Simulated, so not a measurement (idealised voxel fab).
The following is a process module called voxel trench capacitor.
This is section cut - it's 255 nm across, gridded in 5 nm square cells.
Square cells in a grid make up a cross-section in this document, and the grid is given as bands, listed from the top down, each one or more rows of cells. This entry defines a band. It first specifies the height of the band's top and the height of its bottom in nm, and then specifies the band's materials from left to right, stating each material with its width in nm. The word "edge to edge" identifies a single material that fills the band from edge to edge, while the word "empty" identifies empty space. All heights in this document are referenced to 0, defined as the level beneath which the wafer, as received, consists entirely of one material. The lowest band is not bounded below; it extends indefinitely downward and is written in the form "0 and below". The notation "30->40" denotes a width that varies across the rows of cells in the band, beginning at the first number in the top row, finishing at the second number in the bottom row, and changing by an identical amount from each row to the next. A step reported as "stayed the same" is a step in which no cell of the cross-section changed. "Listed closed voids" contains a list of empty spaces, each no smaller than 8 cells and without an open way to the top, written in the form width x height at distance with the distance from the left edge and all three in nm. Step line, after settings: the simulator's comment on this step. The optional step-line setting "overlay nm" applies to steps with a mask and quantifies how far to the right of its planned location the mask lay, a negative value indicating leftward placement.
Planned step list for the process
step 1: RECEIVE [material Si]
step 2: CONFORMAL_DEP [material SiN] [thk nm 5]
step 3: DIRECTIONAL_DEP [material aC] [thk nm 15]
step 4: PATTERN [tone open] [mask id TRENCH] [material resist] [width nm 20] [pitch nm 45] [thk nm 30] [overlay nm 0]
step 5: DIRECTIONAL_ETCH [etch materials aC] [depth nm 15]
step 6: STRIP [etch materials resist]
step 7: DIRECTIONAL_ETCH [etch materials SiN] [depth nm 5]
step 8: DIRECTIONAL_ETCH [etch materials Si] [depth nm 30]
step 9: STRIP [etch materials aC]
step 10: CONFORMAL_DEP [material Al2O3] [thk nm 5]
step 11: FILL_DEP [material polySi] [thk nm 5]
step 12: CMP [height nm 5]
The first of two wafers, run as planned
As received (post step 1): cross-section
  0 and below: Si edge to edge
  Listed closed voids: none
Take a look at the wafer's cross-section after step 2
  5 down to 0: SiN edge to edge
  Everything under 0 stays put, no change at all.
Take a look at the wafer's cross-section after step 3
  20 down to 5: aC edge to edge
  Everything under 5 stays put, no change at all.
Take a look at the wafer's cross-section after step 4
  50 down to 20: 95 resist; 20 empty; 25 resist; 20 empty; 95 resist
  Everything under 20 stays put, no change at all.
Take a look at the wafer's cross-section after step 5
  35 down to 20: 95 resist; 20 empty; 25 resist; 20 empty; 95 resist
  20 down to 5: 95 aC; 20 empty; 25 aC; 20 empty; 95 aC
  Everything under 5 stays put, no change at all.
Take a look at the wafer's cross-section after step 6
  20 down to 5: 95 aC; 20 empty; 25 aC; 20 empty; 95 aC
  Everything under 5 stays put, no change at all.
Take a look at the wafer's cross-section after step 7
  20 down to 5: 95 aC; 20 empty; 25 aC; 20 empty; 95 aC
  5 down to 0: 95 SiN; 20 empty; 25 SiN; 20 empty; 95 SiN
  Everything under 0 stays put, no change at all.
Take a look at the wafer's cross-section after step 8
  20 down to 5: 95 aC; 20 empty; 25 aC; 20 empty; 95 aC
  5 down to 0: 95 SiN; 20 empty; 25 SiN; 20 empty; 95 SiN
  0 down to -30: 95 Si; 20 empty; 25 Si; 20 empty; 95 Si
  Everything under -30 stays put, no change at all.
Take a look at the wafer's cross-section after step 9
  5 down to 0: 95 SiN; 20 empty; 25 SiN; 20 empty; 95 SiN
  Everything under 0 stays put, no change at all.
Take a look at the wafer's cross-section after step 10
  10 down to 5: 100 Al2O3; 10 empty; 35 Al2O3; 10 empty; 100 Al2O3
  5 down to 0: 95 SiN; 5 Al2O3; 10 empty; 5 Al2O3; 25 SiN; 5 Al2O3; 10 empty; 5 Al2O3; 95 SiN
  0 down to -25: 95 Si; 5 Al2O3; 10 empty; 5 Al2O3; 25 Si; 5 Al2O3; 10 empty; 5 Al2O3; 95 Si
  -25 down to -30: 95 Si; 20 Al2O3; 25 Si; 20 Al2O3; 95 Si
  Everything under -30 stays put, no change at all.
Take a look at the wafer's cross-section after step 11
  15 down to 10: polySi edge to edge
  10 down to 5: 100 Al2O3; 10 polySi; 35 Al2O3; 10 polySi; 100 Al2O3
  5 down to 0: 95 SiN; 5 Al2O3; 10 polySi; 5 Al2O3; 25 SiN; 5 Al2O3; 10 polySi; 5 Al2O3; 95 SiN
  0 down to -25: 95 Si; 5 Al2O3; 10 polySi; 5 Al2O3; 25 Si; 5 Al2O3; 10 polySi; 5 Al2O3; 95 Si
  Everything under -25 stays put, no change at all.
Take a look at the wafer's cross-section after step 12
  5 down to 0: 95 SiN; 5 Al2O3; 10 polySi; 5 Al2O3; 25 SiN; 5 Al2O3; 10 polySi; 5 Al2O3; 95 SiN
  Everything under 0 stays put, no change at all.
Second wafer. Start and plan as for the first. One mistake made in running. Agrees with the first up to and including step 8
Cross-section, second wafer, at the end time the plan gives for step 9: stayed the same
Cross-section, second wafer, at the end time the plan gives for step 10
  25 down to 20: 100 Al2O3; 10 empty; 35 Al2O3; 10 empty; 100 Al2O3
  20 down to 5: 95 aC; 5 Al2O3; 10 empty; 5 Al2O3; 25 aC; 5 Al2O3; 10 empty; 5 Al2O3; 95 aC
  5 down to 0: 95 SiN; 5 Al2O3; 10 empty; 5 Al2O3; 25 SiN; 5 Al2O3; 10 empty; 5 Al2O3; 95 SiN
  0 down to -25: 95 Si; 5 Al2O3; 10 empty; 5 Al2O3; 25 Si; 5 Al2O3; 10 empty; 5 Al2O3; 95 Si
  -25 down to -30: 95 Si; 20 Al2O3; 25 Si; 20 Al2O3; 95 Si
  Everything under -30 stays put, no change at all.
Cross-section, second wafer, at the end time the plan gives for step 11
  30 down to 25: polySi edge to edge
  25 down to 20: 100 Al2O3; 10 polySi; 35 Al2O3; 10 polySi; 100 Al2O3
  20 down to 5: 95 aC; 5 Al2O3; 10 polySi; 5 Al2O3; 25 aC; 5 Al2O3; 10 polySi; 5 Al2O3; 95 aC
  5 down to 0: 95 SiN; 5 Al2O3; 10 polySi; 5 Al2O3; 25 SiN; 5 Al2O3; 10 polySi; 5 Al2O3; 95 SiN
  0 down to -25: 95 Si; 5 Al2O3; 10 polySi; 5 Al2O3; 25 Si; 5 Al2O3; 10 polySi; 5 Al2O3; 95 Si
  Everything under -25 stays put, no change at all.
Cross-section, second wafer, at the end time the plan gives for step 12
  5 down to 0: 95 SiN; 5 Al2O3; 10 polySi; 5 Al2O3; 25 SiN; 5 Al2O3; 10 polySi; 5 Al2O3; 95 SiN
  Everything under 0 stays put, no change at all.
What broke from the plan during processing? step 9 of the plan was bypassed and not carried out
Upon completion, the cross-sectional profiles of the two wafers are identical; consequently, the error exerts no influence on the quantities computed by this model.
